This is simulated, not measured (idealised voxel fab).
Process module in this document: voxel transistor to metal
Section shown: cut. Width: 205 nm. Cell size: 5 nm, square.
Square cells in a grid make up a cross-section in this document, and the grid is given as bands, listed from the top down, each one or more rows of cells.
It is stipulated that each band's entry specify, in nanometres, the height of the top of the band and then that of its bottom, followed by the materials of the band in left-to-right sequence, each together with its width in nanometres. A single material marked by the word "everywhere" is understood to fill the band from edge to edge; the word "empty" is understood to denote empty space.
Where do heights start? At 0: under that level the wafer as delivered is made of one material only. And the lowest band has no floor; it just carries on downward, as in "from 0 down".
Width: "30->40" (first number = top row, second number = bottom row, same change from row to row of cells).
Any step labelled "nothing altered" changed none of the cells in the cross-section.
"Enclosed void entries" - sealed voids, min. 8 cells, no opening to top; format: width x height at distance (distance from left edge; nm throughout).
Heads up: the bit after the settings on a step's line is the simulator's remark on that step.
Steps that use a mask can have "overlay nm" on their line. It says how far the mask sat to the right of where it was meant to be. Negative means to the left.
### List of planned process steps
1: RECEIVE [material Si]
2: CONFORMAL_DEP [material SiO2] [thk nm 5]
3: CONFORMAL_DEP [material SiN] [thk nm 15]
4: DIRECTIONAL_DEP [material aC] [thk nm 10]
5: PATTERN [tone cover] [mask id ACTIVE] [material resist] [width nm 120] [thk nm 30] [overlay nm 0]
6: DIRECTIONAL_ETCH [etch materials aC] [depth nm 10]
7: STRIP [etch materials resist]
8: DIRECTIONAL_ETCH [etch materials SiN] [depth nm 15]
9: DIRECTIONAL_ETCH [etch materials SiO2] [depth nm 5]
10: DIRECTIONAL_ETCH [etch materials Si] [depth nm 30]
11: STRIP [etch materials aC]
12: FILL_DEP [material SiO2] [thk nm 5]
13: CMP [height nm 20]
14: SELECTIVE_ETCH [etch materials SiO2] [depth nm 15]
15: STRIP [etch materials SiN]
16: SELECTIVE_ETCH [etch materials SiO2] [depth nm 5]
17: OXIDIZE [depth nm 5]
18: DIRECTIONAL_DEP [material polySi] [thk nm 30]
19: DIRECTIONAL_DEP [material SiCN] [thk nm 15]
20: DIRECTIONAL_DEP [material aC] [thk nm 10]
21: PATTERN [tone cover] [mask id GATE] [material resist] [width nm 20] [thk nm 30] [overlay nm 0]
22: DIRECTIONAL_ETCH [etch materials aC] [depth nm 10]
23: STRIP [etch materials resist]
24: DIRECTIONAL_ETCH [etch materials SiCN] [depth nm 25]
25: DIRECTIONAL_ETCH [etch materials polySi] [depth nm 40]
26: STRIP [etch materials aC]
27: CONFORMAL_DEP [material SiN] [thk nm 10]
28: DIRECTIONAL_ETCH [etch materials SiN] [depth nm 10]
29: DIRECTIONAL_ETCH [etch materials SiO2] [depth nm 5]
30: EPI [material nSi] [thk nm 5]
31: FILL_DEP [material SiO2] [thk nm 5]
32: CMP [height nm 45]
33: DIRECTIONAL_DEP [material SiO2] [thk nm 15]
34: PATTERN [tone open] [mask id CONTACT] [material resist] [width nm 20] [pitch nm 80] [thk nm 15] [overlay nm 0]
35: DIRECTIONAL_ETCH [etch materials SiO2] [depth nm 60]
36: STRIP [etch materials resist]
37: CONFORMAL_DEP [material TiN] [thk nm 5]
38: FILL_DEP [material W] [thk nm 5]
39: CMP [height nm 60]
40: DIRECTIONAL_DEP [material TiN] [thk nm 5]
41: DIRECTIONAL_DEP [material Ru] [thk nm 15]
42: MASKED_ETCH [tone cover] [mask id METAL_1] [width nm 20] [pitch nm 80] [etch materials Ru] [depth nm 15] [overlay nm 0]
43: MASKED_ETCH [tone cover] [mask id METAL_1] [width nm 20] [pitch nm 80] [etch materials TiN] [depth nm 5] [overlay nm 0]
44: FILL_DEP [material SiO2] [thk nm 5]
45: CMP [height nm 80]
46: CONFORMAL_DEP [material SiCN] [thk nm 5]
47: DIRECTIONAL_DEP [material lowk] [thk nm 25]
48: PATTERN [tone open] [mask id METAL_2_HOLES] [material resist] [width nm 15] [pitch nm 80] [thk nm 20] [overlay nm 0]
49: DIRECTIONAL_ETCH [etch materials lowk] [depth nm 25]
50: STRIP [etch materials resist]
51: MASKED_ETCH [tone open] [mask id METAL_2] [width nm 20] [pitch nm 80] [etch materials lowk] [depth nm 15] [overlay nm 0]
52: MASKED_ETCH [tone open] [mask id METAL_2] [width nm 20] [pitch nm 80] [etch materials SiCN] [depth nm 5] [overlay nm 0]
53: CONFORMAL_DEP [material TiN] [thk nm 5]
54: FILL_DEP [material Cu] [thk nm 10]
55: CMP [height nm 110]
56: CONFORMAL_DEP [material SiN] [thk nm 5]
### The first wafer of two, processed as planned
### The cross-section here shows the wafer as received, i.e. in its state after step 1
- from 0 down | Si everywhere
- Enclosed void entries: none
### Upon completion of step 2, the wafer appears in cross-section as shown
- from 5 to 0 | SiO2 everywhere
- Everything under 0 stays put, no change at all.
### Upon completion of step 3, the wafer appears in cross-section as shown
- from 20 to 5 | SiN everywhere
- Everything under 5 stays put, no change at all.
### Upon completion of step 4, the wafer appears in cross-section as shown
- from 30 to 20 | aC everywhere
- Everything under 20 stays put, no change at all.
### Upon completion of step 5, the wafer appears in cross-section as shown
- from 60 to 30 | empty (40)  resist (120)  empty (45)
- Everything under 30 stays put, no change at all.
### Upon completion of step 6, the wafer appears in cross-section as shown
- from 50 to 30 | empty (40)  resist (120)  empty (45)
- from 30 to 20 | empty (40)  aC (120)  empty (45)
- Everything under 20 stays put, no change at all.
### Upon completion of step 7, the wafer appears in cross-section as shown
- from 30 to 20 | empty (40)  aC (120)  empty (45)
- Everything under 20 stays put, no change at all.
### Upon completion of step 8, the wafer appears in cross-section as shown
- from 30 to 20 | empty (40)  aC (120)  empty (45)
- from 20 to 5 | empty (40)  SiN (120)  empty (45)
- Everything under 5 stays put, no change at all.
### Upon completion of step 9, the wafer appears in cross-section as shown
- from 30 to 20 | empty (40)  aC (120)  empty (45)
- from 20 to 5 | empty (40)  SiN (120)  empty (45)
- from 5 to 0 | empty (40)  SiO2 (120)  empty (45)
- Everything under 0 stays put, no change at all.
### Upon completion of step 10, the wafer appears in cross-section as shown
- from 30 to 20 | empty (40)  aC (120)  empty (45)
- from 20 to 5 | empty (40)  SiN (120)  empty (45)
- from 5 to 0 | empty (40)  SiO2 (120)  empty (45)
- from 0 to -30 | empty (40)  Si (120)  empty (45)
- Everything under -30 stays put, no change at all.
### Upon completion of step 11, the wafer appears in cross-section as shown
- from 20 to 5 | empty (40)  SiN (120)  empty (45)
- Everything under 5 stays put, no change at all.
### Upon completion of step 12, the wafer appears in cross-section as shown
- from 25 to 20 | SiO2 everywhere
- from 20 to 5 | SiO2 (40)  SiN (120)  SiO2 (45)
- from 5 to 0 | SiO2 everywhere
- from 0 to -30 | SiO2 (40)  Si (120)  SiO2 (45)
- Everything under -30 stays put, no change at all.
### Upon completion of step 13, the wafer appears in cross-section as shown
- from 20 to 5 | SiO2 (40)  SiN (120)  SiO2 (45)
- Everything under 5 stays put, no change at all.
### Upon completion of step 14, the wafer appears in cross-section as shown
- from 20 to 5 | empty (40)  SiN (120)  empty (45)
- Everything under 5 stays put, no change at all.
### Upon completion of step 15, the wafer appears in cross-section as shown
- from 5 to 0 | SiO2 everywhere
- Everything under 0 stays put, no change at all.
### Upon completion of step 16, the wafer appears in cross-section as shown
- from 0 to -30 | SiO2 (40)  Si (120)  SiO2 (45)
- Everything under -30 stays put, no change at all.
### Upon completion of step 17, the wafer appears in cross-section as shown
- from 0 to -5 | SiO2 everywhere
- Everything under -5 stays put, no change at all.
### Upon completion of step 18, the wafer appears in cross-section as shown
- from 30 to 0 | polySi everywhere
- Everything under 0 stays put, no change at all.
### Upon completion of step 19, the wafer appears in cross-section as shown
- from 45 to 30 | SiCN everywhere
- Everything under 30 stays put, no change at all.
### Upon completion of step 20, the wafer appears in cross-section as shown
- from 55 to 45 | aC everywhere
- Everything under 45 stays put, no change at all.
### Upon completion of step 21, the wafer appears in cross-section as shown
- from 85 to 55 | empty (90)  resist (20)  empty (95)
- Everything under 55 stays put, no change at all.
### Upon completion of step 22, the wafer appears in cross-section as shown
- from 75 to 55 | empty (90)  resist (20)  empty (95)
- from 55 to 45 | empty (90)  aC (20)  empty (95)
- Everything under 45 stays put, no change at all.
### Upon completion of step 23, the wafer appears in cross-section as shown
- from 55 to 45 | empty (90)  aC (20)  empty (95)
- Everything under 45 stays put, no change at all.
### Upon completion of step 24, the wafer appears in cross-section as shown
- from 55 to 45 | empty (90)  aC (20)  empty (95)
- from 45 to 30 | empty (90)  SiCN (20)  empty (95)
- Everything under 30 stays put, no change at all.
### Upon completion of step 25, the wafer appears in cross-section as shown
- from 55 to 45 | empty (90)  aC (20)  empty (95)
- from 45 to 30 | empty (90)  SiCN (20)  empty (95)
- from 30 to 0 | empty (90)  polySi (20)  empty (95)
- Everything under 0 stays put, no change at all.
### Upon completion of step 26, the wafer appears in cross-section as shown
- from 45 to 30 | empty (90)  SiCN (20)  empty (95)
- Everything under 30 stays put, no change at all.
### Upon completion of step 27, the wafer appears in cross-section as shown
- from 55 to 45 | empty (80)  SiN (40)  empty (85)
- from 45 to 30 | empty (80)  SiN (10)  SiCN (20)  SiN (10)  empty (85)
- from 30 to 10 | empty (80)  SiN (10)  polySi (20)  SiN (10)  empty (85)
- from 10 to 0 | SiN (90)  polySi (20)  SiN (95)
- Everything under 0 stays put, no change at all.
### Upon completion of step 28, the wafer appears in cross-section as shown
- from 45 to 30 | empty (80)  SiN (10)  SiCN (20)  SiN (10)  empty (85)
- from 30 to 0 | empty (80)  SiN (10)  polySi (20)  SiN (10)  empty (85)
- Everything under 0 stays put, no change at all.
### Upon completion of step 29, the wafer appears in cross-section as shown
- from 45 to 30 | empty (80)  SiN (10)  SiCN (20)  SiN (10)  empty (85)
- from 30 to 0 | empty (80)  SiN (10)  polySi (20)  SiN (10)  empty (85)
- from 0 to -5 | empty (80)  SiO2 (40)  empty (85)
- Everything under -5 stays put, no change at all.
### Upon completion of step 30, the wafer appears in cross-section as shown
- from 45 to 30 | empty (80)  SiN (10)  SiCN (20)  SiN (10)  empty (85)
- from 30 to 0 | empty (80)  SiN (10)  polySi (20)  SiN (10)  empty (85)
- from 0 to -5 | empty (35)  nSi (45)  SiO2 (40)  nSi (45)  empty (40)
- Everything under -5 stays put, no change at all.
### Upon completion of step 31, the wafer appears in cross-section as shown
- from 50 to 45 | SiO2 everywhere
- from 45 to 30 | SiO2 (80)  SiN (10)  SiCN (20)  SiN (10)  SiO2 (85)
- from 30 to 0 | SiO2 (80)  SiN (10)  polySi (20)  SiN (10)  SiO2 (85)
- from 0 to -5 | SiO2 (35)  nSi (45)  SiO2 (40)  nSi (45)  SiO2 (40)
- Everything under -5 stays put, no change at all.
### Upon completion of step 32, the wafer appears in cross-section as shown
- from 45 to 30 | SiO2 (80)  SiN (10)  SiCN (20)  SiN (10)  SiO2 (85)
- Everything under 30 stays put, no change at all.
### Upon completion of step 33, the wafer appears in cross-section as shown
- from 60 to 45 | SiO2 everywhere
- Everything under 45 stays put, no change at all.
### Upon completion of step 34, the wafer appears in cross-section as shown
- from 75 to 60 | resist (50)  empty (20)  resist (60)  empty (20)  resist (55)
- Everything under 60 stays put, no change at all.
### Upon completion of step 35, the wafer appears in cross-section as shown
- from 75 to 60 | resist (50)  empty (20)  resist (60)  empty (20)  resist (55)
- from 60 to 45 | SiO2 (50)  empty (20)  SiO2 (60)  empty (20)  SiO2 (55)
- from 45 to 30 | SiO2 (50)  empty (20)  SiO2 (10)  SiN (10)  SiCN (20)  SiN (10)  SiO2 (10)  empty (20)  SiO2 (55)
- from 30 to 0 | SiO2 (50)  empty (20)  SiO2 (10)  SiN (10)  polySi (20)  SiN (10)  SiO2 (10)  empty (20)  SiO2 (55)
- Everything under 0 stays put, no change at all.
### Upon completion of step 36, the wafer appears in cross-section as shown
- from 60 to 45 | SiO2 (50)  empty (20)  SiO2 (60)  empty (20)  SiO2 (55)
- Everything under 45 stays put, no change at all.
### Upon completion of step 37, the wafer appears in cross-section as shown
- from 65 to 60 | TiN (55)  empty (10)  TiN (70)  empty (10)  TiN (60)
- from 60 to 45 | SiO2 (50)  TiN (5)  empty (10)  TiN (5)  SiO2 (60)  TiN (5)  empty (10)  TiN (5)  SiO2 (55)
- from 45 to 30 | SiO2 (50)  TiN (5)  empty (10)  TiN (5)  SiO2 (10)  SiN (10)  SiCN (20)  SiN (10)  SiO2 (10)  TiN (5)  empty (10)  TiN (5)  SiO2 (55)
- from 30 to 5 | SiO2 (50)  TiN (5)  empty (10)  TiN (5)  SiO2 (10)  SiN (10)  polySi (20)  SiN (10)  SiO2 (10)  TiN (5)  empty (10)  TiN (5)  SiO2 (55)
- from 5 to 0 | SiO2 (50)  TiN (20)  SiO2 (10)  SiN (10)  polySi (20)  SiN (10)  SiO2 (10)  TiN (20)  SiO2 (55)
- Everything under 0 stays put, no change at all.
### Upon completion of step 38, the wafer appears in cross-section as shown
- from 70 to 65 | W everywhere
- from 65 to 60 | TiN (55)  W (10)  TiN (70)  W (10)  TiN (60)
- from 60 to 45 | SiO2 (50)  TiN (5)  W (10)  TiN (5)  SiO2 (60)  TiN (5)  W (10)  TiN (5)  SiO2 (55)
- from 45 to 30 | SiO2 (50)  TiN (5)  W (10)  TiN (5)  SiO2 (10)  SiN (10)  SiCN (20)  SiN (10)  SiO2 (10)  TiN (5)  W (10)  TiN (5)  SiO2 (55)
- from 30 to 5 | SiO2 (50)  TiN (5)  W (10)  TiN (5)  SiO2 (10)  SiN (10)  polySi (20)  SiN (10)  SiO2 (10)  TiN (5)  W (10)  TiN (5)  SiO2 (55)
- Everything under 5 stays put, no change at all.
### Upon completion of step 39, the wafer appears in cross-section as shown
- from 60 to 45 | SiO2 (50)  TiN (5)  W (10)  TiN (5)  SiO2 (60)  TiN (5)  W (10)  TiN (5)  SiO2 (55)
- Everything under 45 stays put, no change at all.
### Upon completion of step 40, the wafer appears in cross-section as shown
- from 65 to 60 | TiN everywhere
- Everything under 60 stays put, no change at all.
### Upon completion of step 41, the wafer appears in cross-section as shown
- from 80 to 65 | Ru everywhere
- Everything under 65 stays put, no change at all.
### Upon completion of step 42, the wafer appears in cross-section as shown
- from 80 to 65 | empty (50)  Ru (20)  empty (60)  Ru (20)  empty (55)
- Everything under 65 stays put, no change at all.
### Upon completion of step 43, the wafer appears in cross-section as shown
- from 80 to 65 | empty (50)  Ru (20)  empty (60)  Ru (20)  empty (55)
- from 65 to 60 | empty (50)  TiN (20)  empty (60)  TiN (20)  empty (55)
- Everything under 60 stays put, no change at all.
### Upon completion of step 44, the wafer appears in cross-section as shown
- from 85 to 80 | SiO2 everywhere
- from 80 to 65 | SiO2 (50)  Ru (20)  SiO2 (60)  Ru (20)  SiO2 (55)
- from 65 to 60 | SiO2 (50)  TiN (20)  SiO2 (60)  TiN (20)  SiO2 (55)
- Everything under 60 stays put, no change at all.
### Upon completion of step 45, the wafer appears in cross-section as shown
- from 80 to 65 | SiO2 (50)  Ru (20)  SiO2 (60)  Ru (20)  SiO2 (55)
- Everything under 65 stays put, no change at all.
### Upon completion of step 46, the wafer appears in cross-section as shown
- from 85 to 80 | SiCN everywhere
- Everything under 80 stays put, no change at all.
### Upon completion of step 47, the wafer appears in cross-section as shown
- from 110 to 85 | lowk everywhere
- Everything under 85 stays put, no change at all.
### Upon completion of step 48, the wafer appears in cross-section as shown
- from 130 to 110 | resist (50)  empty (15)  resist (65)  empty (15)  resist (60)
- Everything under 110 stays put, no change at all.
### Upon completion of step 49, the wafer appears in cross-section as shown
- from 130 to 110 | resist (50)  empty (15)  resist (65)  empty (15)  resist (60)
- from 110 to 85 | lowk (50)  empty (15)  lowk (65)  empty (15)  lowk (60)
- Everything under 85 stays put, no change at all.
### Upon completion of step 50, the wafer appears in cross-section as shown
- from 110 to 85 | lowk (50)  empty (15)  lowk (65)  empty (15)  lowk (60)
- Everything under 85 stays put, no change at all.
### Upon completion of step 51, the wafer appears in cross-section as shown
- from 110 to 95 | lowk (50)  empty (20)  lowk (60)  empty (20)  lowk (55)
- Everything under 95 stays put, no change at all.
### Upon completion of step 52, the wafer appears in cross-section as shown
- from 110 to 95 | lowk (50)  empty (20)  lowk (60)  empty (20)  lowk (55)
- from 95 to 85 | lowk (50)  empty (15)  lowk (65)  empty (15)  lowk (60)
- from 85 to 80 | SiCN (50)  empty (15)  SiCN (65)  empty (15)  SiCN (60)
- Everything under 80 stays put, no change at all.
### Upon completion of step 53, the wafer appears in cross-section as shown
- from 115 to 110 | TiN (55)  empty (10)  TiN (70)  empty (10)  TiN (60)
- from 110 to 100 | lowk (50)  TiN (5)  empty (10)  TiN (5)  lowk (60)  TiN (5)  empty (10)  TiN (5)  lowk (55)
- from 100 to 95 | lowk (50)  TiN (5)  empty (5)  TiN (10)  lowk (60)  TiN (5)  empty (5)  TiN (10)  lowk (55)
- from 95 to 85 | lowk (50)  TiN (5)  empty (5)  TiN (5)  lowk (65)  TiN (5)  empty (5)  TiN (5)  lowk (60)
- from 85 to 80 | SiCN (50)  TiN (15)  SiCN (65)  TiN (15)  SiCN (60)
- Everything under 80 stays put, no change at all.
### Upon completion of step 54, the wafer appears in cross-section as shown
- from 125 to 115 | Cu everywhere
- from 115 to 110 | TiN (55)  Cu (10)  TiN (70)  Cu (10)  TiN (60)
- from 110 to 100 | lowk (50)  TiN (5)  Cu (10)  TiN (5)  lowk (60)  TiN (5)  Cu (10)  TiN (5)  lowk (55)
- from 100 to 95 | lowk (50)  TiN (5)  Cu (5)  TiN (10)  lowk (60)  TiN (5)  Cu (5)  TiN (10)  lowk (55)
- from 95 to 85 | lowk (50)  TiN (5)  Cu (5)  TiN (5)  lowk (65)  TiN (5)  Cu (5)  TiN (5)  lowk (60)
- Everything under 85 stays put, no change at all.
### Upon completion of step 55, the wafer appears in cross-section as shown
- from 110 to 100 | lowk (50)  TiN (5)  Cu (10)  TiN (5)  lowk (60)  TiN (5)  Cu (10)  TiN (5)  lowk (55)
- Everything under 100 stays put, no change at all.
### Upon completion of step 56, the wafer appears in cross-section as shown
- from 115 to 110 | SiN everywhere
- Everything under 110 stays put, no change at all.
### Regarding the second of the two wafers: it shared the first wafer's starting condition and process plan, yet one error occurred during its execution. Its history coincides with that of the first wafer up to and including step 55
### Cross-section: second wafer, time at which step 56 was scheduled to end
- from 115 to 110 | SiCN everywhere
- Everything under 110 stays put, no change at all.
Want to know what went wrong? step 56 ran differently from the plan; actual operation with settings: CONFORMAL_DEP [material SiCN] [thk nm 5]
Final tally in cells, some materials are higher or lower on the second wafer than on the first: 41 more of SiCN | 41 fewer of SiN
